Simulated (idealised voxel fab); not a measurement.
process module | voxel ribs on slabs
cross-section cut | 145 nm wide | cells 5 nm
A cross-section is a grid of square cells, given in bands from the top down. A band is one or more rows of cells.
Each band's line starts with the height of the band's top and of its bottom, in nm. Then come its materials from left to right, each with its width in nm. One material with "throughout" fills the band from edge to edge. "air" is empty space.
Height 0 is the level under which the wafer as received is all one material. The lowest band goes on downwards, as in "0 down".
A width such as "30 to 40" changes by the same amount from each row of cells to the next, from the band's top row to its bottom row.
"no change" after a step means that no cell of the cross-section changed.
closed voids: empty space of 8 cells or more with no open way to the top, each as width x height at its distance from the left edge, in nm
after a step's settings: what the simulator itself notes on the step
overlay nm, on a step with a mask: how far to the right of its planned place the mask lay; to the left if negative
plan
1 op RECEIVE | material Si
2 op DIRECTIONAL_DEP | material SiO2 | thk nm 25
3 op DIRECTIONAL_DEP | material polySi | thk nm 25
4 op PATTERN | tone cover | mask id RIB | material resist | width nm 20 | thk nm 15 | overlay nm 0
5 op DIRECTIONAL_ETCH | etch materials polySi | depth nm 15
6 op STRIP | etch materials resist
7 op MASKED_ETCH | tone cover | mask id SLAB | width nm 80 | etch materials polySi | depth nm 10 | overlay nm 0
8 op FILL_DEP | material SiO2 | thk nm 15
9 op CMP | height nm 50
10 op DIRECTIONAL_DEP | material TiN | thk nm 5
11 op PATTERN | tone cover | mask id HEATER | material resist | width nm 30 | thk nm 20 | overlay nm 0
12 op DIRECTIONAL_ETCH | etch materials TiN | depth nm 5
13 op STRIP | etch materials resist
14 op CONFORMAL_DEP | material SiN | thk nm 5
varied across the wafers: height nm of step 9. The plan shows the first wafer's value. All wafers start alike
first wafer as received, after step 1
  0 down: Si throughout
  closed voids: none
first wafer at the end, after step 14
  60 to 55: air 50 | SiN 40 | air 55
  55 to 50: SiN 55 | TiN 30 | SiN 60
  50 to 35: SiO2 60 | polySi 20 | SiO2 65
  35 to 25: SiO2 30 | polySi 80 | SiO2 35
  25 to 0: SiO2 throughout
  0 down: Si throughout
  closed voids: none
last wafer at the end
  75 to 70: air 50 | SiN 40 | air 55
  70 to 65: SiN 55 | TiN 30 | SiN 60
  65 to 50: SiO2 throughout
  50 to 35: SiO2 60 | polySi 20 | SiO2 65
  35 to 25: SiO2 30 | polySi 80 | SiO2 35
  25 to 0: SiO2 throughout
  0 down: Si throughout
  closed voids: none
each wafer at the end: cells of each material gained (+) or lost (-) since it was received, then its closed voids
height nm 50 | +31 SiN | +246 SiO2 | +6 TiN | +44 polySi | closed voids: none
height nm 55 | +31 SiN | +275 SiO2 | +6 TiN | +44 polySi | closed voids: none
height nm 60 | +31 SiN | +304 SiO2 | +6 TiN | +44 polySi | closed voids: none
height nm 65 | +31 SiN | +333 SiO2 | +6 TiN | +44 polySi | closed voids: none
